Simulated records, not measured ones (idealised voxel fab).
Process module name: voxel plated lines
Shown is cross-section cut, with a width of 290 nm and square cells of size 5 nm.
The cross-sections in this document take the form of a grid made of square cells. They are written out as bands, in order from top to bottom. Each band consists of one or more rows of cells. It is stipulated that each band's entry specify, in nanometres, the height of the top of the band and then that of its bottom, followed by the materials of the band in left-to-right sequence, each together with its width in nanometres. A single material marked by the word "full width" is understood to fill the band from edge to edge; the word "air" is understood to denote empty space. Height reference: 0 = level under which incoming wafer is all one material. Lowest band: no bottom, runs on downward, e.g. "0..down". You'd read "30->40" like this: the band's top row of cells is as wide as the first number, its bottom row is as wide as the second, and going down, every row changes width by the same amount as the row before did. For the purposes of this document, the phrase "remains unaltered" attached to a step denotes that no cell within the cross-section was modified by that step. So "Closed cavities" is basically the list of trapped voids: any empty space of 8 cells or more that can't reach the top through an opening. They're written width x height at distance, the distance being from the left edge, and it's all nm. Past the settings on a step's line: simulator remark, on that step. Regarding "overlay nm": on a step with a mask, it is the distance the mask lay to the right of its planned place; a negative value places it to the left.
### These are the steps we planned for the process
1. RECEIVE with material Si
2. CONFORMAL_DEP with material Al2O3, thk nm 10
3. DIRECTIONAL_DEP with material TiN, thk nm 5
4. PATTERN with tone open, mask id LINES, material resist, width nm 20, pitch nm 35, thk nm 35, overlay nm 0
5. EPI with material Ru, thk nm 5
6. EPI with material Ru, thk nm 5
7. EPI with material Ru, thk nm 10
8. STRIP with etch materials resist
9. DIRECTIONAL_ETCH with etch materials TiN, depth nm 5
10. CONFORMAL_DEP with material SiCN, thk nm 5
### Cross-section of the wafer as it came to us, i.e., already through step 1
* 0..down  Si full width
* Closed cavities: none
### Result of the module, cross-sectioned: start per above, plan per above, one error in how it was run
* 40..35  65 nm air, 155 nm SiCN, 70 nm air
* 35..30  65 nm air, 5 nm SiCN, 145 nm Ru, 5 nm SiCN, 70 nm air
* 30..25  70 nm SiCN, 145 nm Ru, 75 nm SiCN
* 25..15  Ru full width
* 15..10  TiN full width
* 10..0  Al2O3 full width
* 0..down  Si full width
* Closed cavities: none
What was done differently from what was planned? the executed order of steps 7 and 8 is the reverse of that specified in the plan, each step having taken the other's position
